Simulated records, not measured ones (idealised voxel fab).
process module | voxel wiring stack
cross-section cut | 195 nm wide | cells 5 nm
A cross-section is a grid of square cells, given in bands from the top down. A band is one or more rows of cells.
Each band's line starts with the height of the band's top and of its bottom, in nm. Then come its materials from left to right, each with its width in nm. One material with "throughout" fills the band from edge to edge. "air" is empty space.
Height 0 is the level under which the wafer as received is all one material. The lowest band goes on downwards, as in "0 down".
A width such as "30 to 40" changes by the same amount from each row of cells to the next, from the band's top row to its bottom row.
"no change" after a step means that no cell of the cross-section changed.
closed voids: empty space of 8 cells or more with no open way to the top, each as width x height at its distance from the left edge, in nm
after a step's settings: what the simulator itself notes on the step
overlay nm, on a step with a mask: how far to the right of its planned place the mask lay; to the left if negative
plan
1 op RECEIVE | material Si
2 op CONFORMAL_DEP | material SiO2 | thk nm 15
3 op CONFORMAL_DEP | material SiN | thk nm 5
4 op DIRECTIONAL_DEP | material lowk | thk nm 25
5 op PATTERN | tone open | mask id METAL_1 | material resist | width nm 25 | pitch nm 45 | thk nm 20 | overlay nm 0
6 op DIRECTIONAL_ETCH | etch materials lowk | depth nm 25
7 op DIRECTIONAL_ETCH | etch materials SiN | depth nm 5
8 op STRIP | etch materials resist
9 op CONFORMAL_DEP | material TiN | thk nm 5
10 op FILL_DEP | material Cu | thk nm 5
11 op CMP | height nm 45
12 op CONFORMAL_DEP | material SiCN | thk nm 5
13 op DIRECTIONAL_DEP | material SiO2 | thk nm 10
14 op MASKED_ETCH | tone open | mask id PLUG_1 | width nm 15 | pitch nm 90 | etch materials SiO2 | depth nm 10 | overlay nm 0
15 op MASKED_ETCH | tone open | mask id PLUG_1 | width nm 15 | pitch nm 90 | etch materials SiCN | depth nm 5 | overlay nm 0
16 op EPI | material Ru | thk nm 10
17 op EPI | material Ru | thk nm 5
18 op CONFORMAL_DEP | material SiN | thk nm 5
19 op DIRECTIONAL_DEP | material lowk | thk nm 15
20 op PATTERN | tone open | mask id METAL_2 | material resist | width nm 25 | pitch nm 45 | thk nm 15 | overlay nm 0
21 op DIRECTIONAL_ETCH | etch materials lowk | depth nm 15
22 op DIRECTIONAL_ETCH | etch materials SiN | depth nm 5
23 op STRIP | etch materials resist
24 op CONFORMAL_DEP | material TiN | thk nm 5
25 op FILL_DEP | material Cu | thk nm 5
26 op CMP | height nm 80
27 op CONFORMAL_DEP | material SiCN | thk nm 5
first wafer, as planned
as received, after step 1
  0 down: Si throughout
  closed voids: none
after step 2
  15 to 0: SiO2 throughout
  below 0: unchanged
after step 3
  20 to 15: SiN throughout
  below 15: unchanged
after step 4
  45 to 20: lowk throughout
  below 20: unchanged
after step 5
  65 to 45: resist 15 | air 25 | resist 20 | air 25 | resist 20 | air 25 | resist 20 | air 25 | resist 20
  below 45: unchanged
after step 6
  65 to 45: resist 15 | air 25 | resist 20 | air 25 | resist 20 | air 25 | resist 20 | air 25 | resist 20
  45 to 20: lowk 15 | air 25 | lowk 20 | air 25 | lowk 20 | air 25 | lowk 20 | air 25 | lowk 20
  below 20: unchanged
after step 7
  65 to 45: resist 15 | air 25 | resist 20 | air 25 | resist 20 | air 25 | resist 20 | air 25 | resist 20
  45 to 20: lowk 15 | air 25 | lowk 20 | air 25 | lowk 20 | air 25 | lowk 20 | air 25 | lowk 20
  20 to 15: SiN 15 | air 25 | SiN 20 | air 25 | SiN 20 | air 25 | SiN 20 | air 25 | SiN 20
  below 15: unchanged
after step 8
  45 to 20: lowk 15 | air 25 | lowk 20 | air 25 | lowk 20 | air 25 | lowk 20 | air 25 | lowk 20
  below 20: unchanged
after step 9
  50 to 45: TiN 20 | air 15 | TiN 30 | air 15 | TiN 30 | air 15 | TiN 30 | air 15 | TiN 25
  45 to 20: lowk 15 | TiN 5 | air 15 | TiN 5 | lowk 20 | TiN 5 | air 15 | TiN 5 | lowk 20 | TiN 5 | air 15 | TiN 5 | lowk 20 | TiN 5 | air 15 | TiN 5 | lowk 20
  20 to 15: SiN 15 | TiN 25 | SiN 20 | TiN 25 | SiN 20 | TiN 25 | SiN 20 | TiN 25 | SiN 20
  below 15: unchanged
after step 10
  55 to 50: Cu throughout
  50 to 45: TiN 20 | Cu 15 | TiN 30 | Cu 15 | TiN 30 | Cu 15 | TiN 30 | Cu 15 | TiN 25
  45 to 20: lowk 15 | TiN 5 | Cu 15 | TiN 5 | lowk 20 | TiN 5 | Cu 15 | TiN 5 | lowk 20 | TiN 5 | Cu 15 | TiN 5 | lowk 20 | TiN 5 | Cu 15 | TiN 5 | lowk 20
  below 20: unchanged
after step 11
  45 to 20: lowk 15 | TiN 5 | Cu 15 | TiN 5 | lowk 20 | TiN 5 | Cu 15 | TiN 5 | lowk 20 | TiN 5 | Cu 15 | TiN 5 | lowk 20 | TiN 5 | Cu 15 | TiN 5 | lowk 20
  below 20: unchanged
after step 12
  50 to 45: SiCN throughout
  below 45: unchanged
after step 13
  60 to 50: SiO2 throughout
  below 50: unchanged
after step 14
  60 to 50: SiO2 15 | air 15 | SiO2 75 | air 15 | SiO2 75
  below 50: unchanged
after step 15
  60 to 50: SiO2 15 | air 15 | SiO2 75 | air 15 | SiO2 75
  50 to 45: SiCN 15 | air 15 | SiCN 75 | air 15 | SiCN 75
  below 45: unchanged
after step 16
  60 to 55: SiO2 15 | air 15 | SiO2 75 | air 15 | SiO2 75
  55 to 50: SiO2 15 | Ru 15 | SiO2 75 | Ru 15 | SiO2 75
  50 to 45: SiCN 15 | Ru 15 | SiCN 75 | Ru 15 | SiCN 75
  below 45: unchanged
after step 17
  60 to 50: SiO2 15 | Ru 15 | SiO2 75 | Ru 15 | SiO2 75
  below 50: unchanged
after step 18
  65 to 60: SiN throughout
  below 60: unchanged
after step 19
  80 to 65: lowk throughout
  below 65: unchanged
after step 20
  95 to 80: resist 15 | air 25 | resist 20 | air 25 | resist 20 | air 25 | resist 20 | air 25 | resist 20
  below 80: unchanged
after step 21
  95 to 80: resist 15 | air 25 | resist 20 | air 25 | resist 20 | air 25 | resist 20 | air 25 | resist 20
  80 to 65: lowk 15 | air 25 | lowk 20 | air 25 | lowk 20 | air 25 | lowk 20 | air 25 | lowk 20
  below 65: unchanged
after step 22
  95 to 80: resist 15 | air 25 | resist 20 | air 25 | resist 20 | air 25 | resist 20 | air 25 | resist 20
  80 to 65: lowk 15 | air 25 | lowk 20 | air 25 | lowk 20 | air 25 | lowk 20 | air 25 | lowk 20
  65 to 60: SiN 15 | air 25 | SiN 20 | air 25 | SiN 20 | air 25 | SiN 20 | air 25 | SiN 20
  below 60: unchanged
after step 23
  80 to 65: lowk 15 | air 25 | lowk 20 | air 25 | lowk 20 | air 25 | lowk 20 | air 25 | lowk 20
  below 65: unchanged
after step 24
  85 to 80: TiN 20 | air 15 | TiN 30 | air 15 | TiN 30 | air 15 | TiN 30 | air 15 | TiN 25
  80 to 65: lowk 15 | TiN 5 | air 15 | TiN 5 | lowk 20 | TiN 5 | air 15 | TiN 5 | lowk 20 | TiN 5 | air 15 | TiN 5 | lowk 20 | TiN 5 | air 15 | TiN 5 | lowk 20
  65 to 60: SiN 15 | TiN 25 | SiN 20 | TiN 25 | SiN 20 | TiN 25 | SiN 20 | TiN 25 | SiN 20
  below 60: unchanged
after step 25
  90 to 85: Cu throughout
  85 to 80: TiN 20 | Cu 15 | TiN 30 | Cu 15 | TiN 30 | Cu 15 | TiN 30 | Cu 15 | TiN 25
  80 to 65: lowk 15 | TiN 5 | Cu 15 | TiN 5 | lowk 20 | TiN 5 | Cu 15 | TiN 5 | lowk 20 | TiN 5 | Cu 15 | TiN 5 | lowk 20 | TiN 5 | Cu 15 | TiN 5 | lowk 20
  below 65: unchanged
after step 26
  80 to 65: lowk 15 | TiN 5 | Cu 15 | TiN 5 | lowk 20 | TiN 5 | Cu 15 | TiN 5 | lowk 20 | TiN 5 | Cu 15 | TiN 5 | lowk 20 | TiN 5 | Cu 15 | TiN 5 | lowk 20
  below 65: unchanged
after step 27
  85 to 80: SiCN throughout
  below 80: unchanged
second wafer: like start, like plan, one mistake. Through step 1 it matches the first wafer
when step 2 should have ended
  5 to 0: SiN throughout
  below 0: unchanged
when step 3 should have ended
  20 to 5: SiO2 throughout
  below 5: unchanged
when step 4 should have ended
  45 to 20: lowk throughout
  below 20: unchanged
when step 5 should have ended
  65 to 45: resist 15 | air 25 | resist 20 | air 25 | resist 20 | air 25 | resist 20 | air 25 | resist 20
  below 45: unchanged
when step 6 should have ended
  65 to 45: resist 15 | air 25 | resist 20 | air 25 | resist 20 | air 25 | resist 20 | air 25 | resist 20
  45 to 20: lowk 15 | air 25 | lowk 20 | air 25 | lowk 20 | air 25 | lowk 20 | air 25 | lowk 20
  below 20: unchanged
when step 7 should have ended: no change
when step 8 should have ended
  45 to 20: lowk 15 | air 25 | lowk 20 | air 25 | lowk 20 | air 25 | lowk 20 | air 25 | lowk 20
  below 20: unchanged
when step 9 should have ended
  50 to 45: TiN 20 | air 15 | TiN 30 | air 15 | TiN 30 | air 15 | TiN 30 | air 15 | TiN 25
  45 to 25: lowk 15 | TiN 5 | air 15 | TiN 5 | lowk 20 | TiN 5 | air 15 | TiN 5 | lowk 20 | TiN 5 | air 15 | TiN 5 | lowk 20 | TiN 5 | air 15 | TiN 5 | lowk 20
  25 to 20: lowk 15 | TiN 25 | lowk 20 | TiN 25 | lowk 20 | TiN 25 | lowk 20 | TiN 25 | lowk 20
  below 20: unchanged
when step 10 should have ended
  55 to 50: Cu throughout
  50 to 45: TiN 20 | Cu 15 | TiN 30 | Cu 15 | TiN 30 | Cu 15 | TiN 30 | Cu 15 | TiN 25
  45 to 25: lowk 15 | TiN 5 | Cu 15 | TiN 5 | lowk 20 | TiN 5 | Cu 15 | TiN 5 | lowk 20 | TiN 5 | Cu 15 | TiN 5 | lowk 20 | TiN 5 | Cu 15 | TiN 5 | lowk 20
  below 25: unchanged
when step 11 should have ended
  45 to 25: lowk 15 | TiN 5 | Cu 15 | TiN 5 | lowk 20 | TiN 5 | Cu 15 | TiN 5 | lowk 20 | TiN 5 | Cu 15 | TiN 5 | lowk 20 | TiN 5 | Cu 15 | TiN 5 | lowk 20
  below 25: unchanged
when step 12 should have ended
  50 to 45: SiCN throughout
  below 45: unchanged
when step 13 should have ended
  60 to 50: SiO2 throughout
  below 50: unchanged
when step 14 should have ended
  60 to 50: SiO2 15 | air 15 | SiO2 75 | air 15 | SiO2 75
  below 50: unchanged
when step 15 should have ended
  60 to 50: SiO2 15 | air 15 | SiO2 75 | air 15 | SiO2 75
  50 to 45: SiCN 15 | air 15 | SiCN 75 | air 15 | SiCN 75
  below 45: unchanged
when step 16 should have ended
  60 to 55: SiO2 15 | air 15 | SiO2 75 | air 15 | SiO2 75
  55 to 50: SiO2 15 | Ru 15 | SiO2 75 | Ru 15 | SiO2 75
  50 to 45: SiCN 15 | Ru 15 | SiCN 75 | Ru 15 | SiCN 75
  below 45: unchanged
when step 17 should have ended
  60 to 50: SiO2 15 | Ru 15 | SiO2 75 | Ru 15 | SiO2 75
  below 50: unchanged
when step 18 should have ended
  65 to 60: SiN throughout
  below 60: unchanged
when step 19 should have ended
  80 to 65: lowk throughout
  below 65: unchanged
when step 20 should have ended
  95 to 80: resist 15 | air 25 | resist 20 | air 25 | resist 20 | air 25 | resist 20 | air 25 | resist 20
  below 80: unchanged
when step 21 should have ended
  95 to 80: resist 15 | air 25 | resist 20 | air 25 | resist 20 | air 25 | resist 20 | air 25 | resist 20
  80 to 65: lowk 15 | air 25 | lowk 20 | air 25 | lowk 20 | air 25 | lowk 20 | air 25 | lowk 20
  below 65: unchanged
when step 22 should have ended
  95 to 80: resist 15 | air 25 | resist 20 | air 25 | resist 20 | air 25 | resist 20 | air 25 | resist 20
  80 to 65: lowk 15 | air 25 | lowk 20 | air 25 | lowk 20 | air 25 | lowk 20 | air 25 | lowk 20
  65 to 60: SiN 15 | air 25 | SiN 20 | air 25 | SiN 20 | air 25 | SiN 20 | air 25 | SiN 20
  below 60: unchanged
when step 23 should have ended
  80 to 65: lowk 15 | air 25 | lowk 20 | air 25 | lowk 20 | air 25 | lowk 20 | air 25 | lowk 20
  below 65: unchanged
when step 24 should have ended
  85 to 80: TiN 20 | air 15 | TiN 30 | air 15 | TiN 30 | air 15 | TiN 30 | air 15 | TiN 25
  80 to 65: lowk 15 | TiN 5 | air 15 | TiN 5 | lowk 20 | TiN 5 | air 15 | TiN 5 | lowk 20 | TiN 5 | air 15 | TiN 5 | lowk 20 | TiN 5 | air 15 | TiN 5 | lowk 20
  65 to 60: SiN 15 | TiN 25 | SiN 20 | TiN 25 | SiN 20 | TiN 25 | SiN 20 | TiN 25 | SiN 20
  below 60: unchanged
when step 25 should have ended
  90 to 85: Cu throughout
  85 to 80: TiN 20 | Cu 15 | TiN 30 | Cu 15 | TiN 30 | Cu 15 | TiN 30 | Cu 15 | TiN 25
  80 to 65: lowk 15 | TiN 5 | Cu 15 | TiN 5 | lowk 20 | TiN 5 | Cu 15 | TiN 5 | lowk 20 | TiN 5 | Cu 15 | TiN 5 | lowk 20 | TiN 5 | Cu 15 | TiN 5 | lowk 20
  below 65: unchanged
when step 26 should have ended
  80 to 65: lowk 15 | TiN 5 | Cu 15 | TiN 5 | lowk 20 | TiN 5 | Cu 15 | TiN 5 | lowk 20 | TiN 5 | Cu 15 | TiN 5 | lowk 20 | TiN 5 | Cu 15 | TiN 5 | lowk 20
  below 65: unchanged
when step 27 should have ended
  85 to 80: SiCN throughout
  below 80: unchanged
what went wrong: steps 2 and 3 were swapped
at the end the second wafer has, in cells: 12 fewer of Cu | 20 more of SiN | 8 fewer of TiN
